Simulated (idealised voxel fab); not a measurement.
voxel tone inversion: a process module
Cross-section cut spans 150 nm and uses square cells 5 nm in size.
Reading order for cross-sections: top band down to bottom band. Underlying form: a grid of square cells. Band size: one or more rows of cells. What a band's entry tells you: where the top is and where the bottom is, as heights in nm, and after that what lies inside, material by material from left to right, each with its width in nm. Empty space is written as the word "air", and a single material marked with the word "all across" occupies the band from edge to edge. Counting heights begins at 0, where everything beneath is, in the wafer as received, one material. The lowest band has no bottom; it goes on downwards, as "z 0 and below" shows. Think of "30 to 40" as a width that walks from the first number to the second as you go down the band, top row to bottom row, taking equal-sized steps from row to row. Basically "no modifications" means that step didn't change any cell in the cross-section. "Enclosed void catalog": empty spaces of 8 cells or more with no open way to the top, each given as width x height at distance, distance from the left edge, all in nm. after a step's settings: what the simulator itself notes on the step. Each step line may optionally specify "overlay nm", which for a step with a mask gives the rightward distance between the mask's planned place and where it lay, a negative value indicating the leftward direction.
These are the steps we planned for the process
1) RECEIVE [material Si]
2) CONFORMAL_DEP [material SiN] [thk nm 10]
3) DIRECTIONAL_DEP [material aC] [thk nm 25]
4) PATTERN [tone cover] [mask id POSTS] [material resist] [width nm 15] [pitch nm 45] [thk nm 30] [overlay nm 0]
5) DIRECTIONAL_ETCH [etch materials aC] [depth nm 25]
6) STRIP [etch materials resist]
7) FILL_DEP [material SiO2] [thk nm 5]
8) CMP [height nm 35]
9) STRIP [etch materials aC]
10) CONFORMAL_DEP [material TiN] [thk nm 5]
11) FILL_DEP [material W] [thk nm 5]
12) CMP [height nm 35]
13) CONFORMAL_DEP [material SiCN] [thk nm 5]
Cross-section of the incoming wafer, state after step 1
- z 0 and below: Si all across
- Enclosed void catalog: none
As-planned run: cross-section of the first of two wafers at end of module
- z 40 to 35: SiCN all across
- z 35 to 15: SiO2 20 nm; TiN 5 nm; W 5 nm; TiN 5 nm; SiO2 30 nm; TiN 5 nm; W 5 nm; TiN 5 nm; SiO2 30 nm; TiN 5 nm; W 5 nm; TiN 5 nm; SiO2 25 nm
- z 15 to 10: SiO2 20 nm; TiN 15 nm; SiO2 30 nm; TiN 15 nm; SiO2 30 nm; TiN 15 nm; SiO2 25 nm
- z 10 to 0: SiN all across
- z 0 and below: Si all across
- Enclosed void catalog: none
Second wafer cross-section at end of module - shared start and plan with the first, one mistake in the run
- z 40 to 35: SiCN all across
- z 35 to 30: TiN 25 nm; W 5 nm; TiN 40 nm; W 5 nm; TiN 40 nm; W 5 nm; TiN 30 nm
- z 30 to 15: SiO2 20 nm; TiN 5 nm; W 5 nm; TiN 5 nm; SiO2 30 nm; TiN 5 nm; W 5 nm; TiN 5 nm; SiO2 30 nm; TiN 5 nm; W 5 nm; TiN 5 nm; SiO2 25 nm
- z 15 to 10: SiO2 20 nm; TiN 15 nm; SiO2 30 nm; TiN 15 nm; SiO2 30 nm; TiN 15 nm; SiO2 25 nm
- z 10 to 0: SiN all across
- z 0 and below: Si all across
- Enclosed void catalog: none
Nonconformance to the process plan: step 8 was run on a setting that differed from the plan, and what really ran there is CMP [height nm 30]
The closing comparison, in cells, has the second wafer with more or fewer of some materials than the first: SiO2: 21 fewer; TiN: 21 more
